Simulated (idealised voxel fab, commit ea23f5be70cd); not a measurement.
A process module follows: voxel wiring stack.
Section shown: cut. Width: 240 nm. Cell size: 5 nm, square.
The cross-sections in this document take the form of a grid made of square cells. They are written out as bands, in order from top to bottom. Each band consists of one or more rows of cells. Heads up on the band format: heights come first, top then bottom, in nm. After that it's the materials left to right, each with its width in nm. A single material flagged "edge to edge" fills the whole band edge to edge, and "empty" means there's empty space there. Basically, 0 is our baseline, since under it the wafer straight out of the box is all one material. The bottom band has no lower end and keeps on going down, so it looks like "0 nm and below". The two numbers in a width such as "30..40" mark its ends across the band: the first belongs to the top row of cells, the second to the bottom row, and from each row to the next the width moves by the same amount. Take "same as before" at face value: in the step it is given for, the cross-section changed in none of its cells. Entry "Sealed internal cavities" = empty spaces >= 8 cells with no open way to the top; each as width x height at distance, distance from left edge, all nm. If you see something after the settings on a step's line, that's the simulator's own remark about that step. A step's line can hold "overlay nm"; with a mask on that step, the setting says how far right of the planned place the mask lay, while a negative setting says it lay to the left.

# The steps planned for the process are as follows
1. RECEIVE, material Si
2. CONFORMAL_DEP, material SiO2, thk nm 10
3. DIRECTIONAL_DEP, material TiN, thk nm 5
4. DIRECTIONAL_DEP, material Ru, thk nm 15
5. PATTERN, tone cover, mask id METAL_1, material resist, width nm 25, pitch nm 40, thk nm 15, overlay nm 0
6. DIRECTIONAL_ETCH, etch materials Ru, depth nm 15
7. DIRECTIONAL_ETCH, etch materials TiN, depth nm 5
8. STRIP, etch materials resist
9. CONFORMAL_DEP, material SiN, thk nm 5
10. FILL_DEP, material SiO2, thk nm 10
11. CMP, height nm 30
12. CONFORMAL_DEP, material SiCN, thk nm 5
13. DIRECTIONAL_DEP, material SiO2, thk nm 35
14. MASKED_ETCH, tone open, mask id METAL_2, width nm 25, pitch nm 40, etch materials SiO2, depth nm 20, overlay nm 0
15. DIRECTIONAL_DEP, material aC, thk nm 15
16. PATTERN, tone open, mask id METAL_2_HOLES, material resist, width nm 15, pitch nm 40, thk nm 30, overlay nm 0
17. DIRECTIONAL_ETCH, etch materials aC, depth nm 15
18. STRIP, etch materials resist
19. DIRECTIONAL_ETCH, etch materials SiO2, depth nm 15
20. DIRECTIONAL_ETCH, etch materials SiCN, depth nm 5
21. STRIP, etch materials aC
22. CONFORMAL_DEP, material TiN, thk nm 5
23. FILL_DEP, material Cu, thk nm 10
24. CMP, height nm 70
25. CONFORMAL_DEP, material SiCN, thk nm 5
26. DIRECTIONAL_DEP, material lowk, thk nm 20
27. PATTERN, tone open, mask id PLUG_2, material resist, width nm 15, pitch nm 80, thk nm 20, overlay nm 0
28. DIRECTIONAL_ETCH, etch materials lowk, depth nm 20
29. DIRECTIONAL_ETCH, etch materials SiCN, depth nm 5
30. STRIP, etch materials resist
31. EPI, material Ru, thk nm 10
32. EPI, material Ru, thk nm 10
33. EPI, material Ru, thk nm 5
34. DIRECTIONAL_DEP, material TiN, thk nm 5
35. DIRECTIONAL_DEP, material W, thk nm 15
36. PATTERN, tone cover, mask id METAL_3, material resist, width nm 25, pitch nm 40, thk nm 20, overlay nm 0
37. DIRECTIONAL_ETCH, etch materials W, depth nm 15
38. DIRECTIONAL_ETCH, etch materials TiN, depth nm 5
39. STRIP, etch materials resist
40. CONFORMAL_DEP, material SiCN, thk nm 5
41. FILL_DEP, material SiO2, thk nm 10
42. CMP, height nm 115
43. CONFORMAL_DEP, material SiCN, thk nm 5

# Step 1 complete: cross-section of the wafer as received
* 0 nm and below: Si edge to edge
* Sealed internal cavities: none

# This is how the wafer looks in cross-section once the module is done, given the starting state and plan above and one mistake in carrying the plan out
* 120 nm to 115 nm: SiCN edge to edge
* 115 nm to 100 nm: W: 45, SiCN: 5, SiO2: 15, SiCN: 5, W: 15, SiCN: 5, SiO2: 15, SiCN: 5, W: 15, SiCN: 5, SiO2: 15, SiCN: 5, W: 15, SiCN: 5, SiO2: 15, SiCN: 5, W: 50
* 100 nm to 95 nm: TiN: 45, SiCN: 25, TiN: 15, SiCN: 25, TiN: 15, SiCN: 25, TiN: 15, SiCN: 25, TiN: 50
* 95 nm to 75 nm: lowk: 45, Ru: 15, lowk: 65, Ru: 15, lowk: 100
* 75 nm to 70 nm: SiCN: 45, Ru: 15, SiCN: 65, Ru: 15, SiCN: 100
* 70 nm to 55 nm: SiO2: 45, TiN: 5, Cu: 15, TiN: 5, SiO2: 15, TiN: 5, Cu: 15, TiN: 5, SiO2: 15, TiN: 5, Cu: 15, TiN: 5, SiO2: 15, TiN: 5, Cu: 15, TiN: 5, SiO2: 50
* 55 nm to 50 nm: SiO2: 45, TiN: 5, Cu: 5, TiN: 15, SiO2: 15, TiN: 5, Cu: 5, TiN: 15, SiO2: 15, TiN: 5, Cu: 5, TiN: 15, SiO2: 15, TiN: 5, Cu: 5, TiN: 15, SiO2: 50
* 50 nm to 35 nm: SiO2: 45, TiN: 5, Cu: 5, TiN: 5, SiO2: 25, TiN: 5, Cu: 5, TiN: 5, SiO2: 25, TiN: 5, Cu: 5, TiN: 5, SiO2: 25, TiN: 5, Cu: 5, TiN: 5, SiO2: 60
* 35 nm to 30 nm: SiCN: 45, TiN: 15, SiCN: 25, TiN: 15, SiCN: 25, TiN: 15, SiCN: 25, TiN: 15, SiCN: 60
* 30 nm to 15 nm: SiO2: 40, SiN: 5, Ru: 25, SiN: 5, SiO2: 5, SiN: 5, Ru: 25, SiN: 5, SiO2: 5, SiN: 5, Ru: 25, SiN: 5, SiO2: 5, SiN: 5, Ru: 25, SiN: 5, SiO2: 45
* 15 nm to 10 nm: SiN: 45, TiN: 25, SiN: 15, TiN: 25, SiN: 15, TiN: 25, SiN: 15, TiN: 25, SiN: 50
* 10 nm to 0 nm: SiO2 edge to edge
* 0 nm and below: Si edge to edge
* Sealed internal cavities: none
It is concluded that the wafer was processed incorrectly with respect to the plan, in that off-plan run, step 36, actual operation and settings PATTERN, tone open, mask id METAL_3, material resist, width nm 25, pitch nm 40, thk nm 20, overlay nm 0
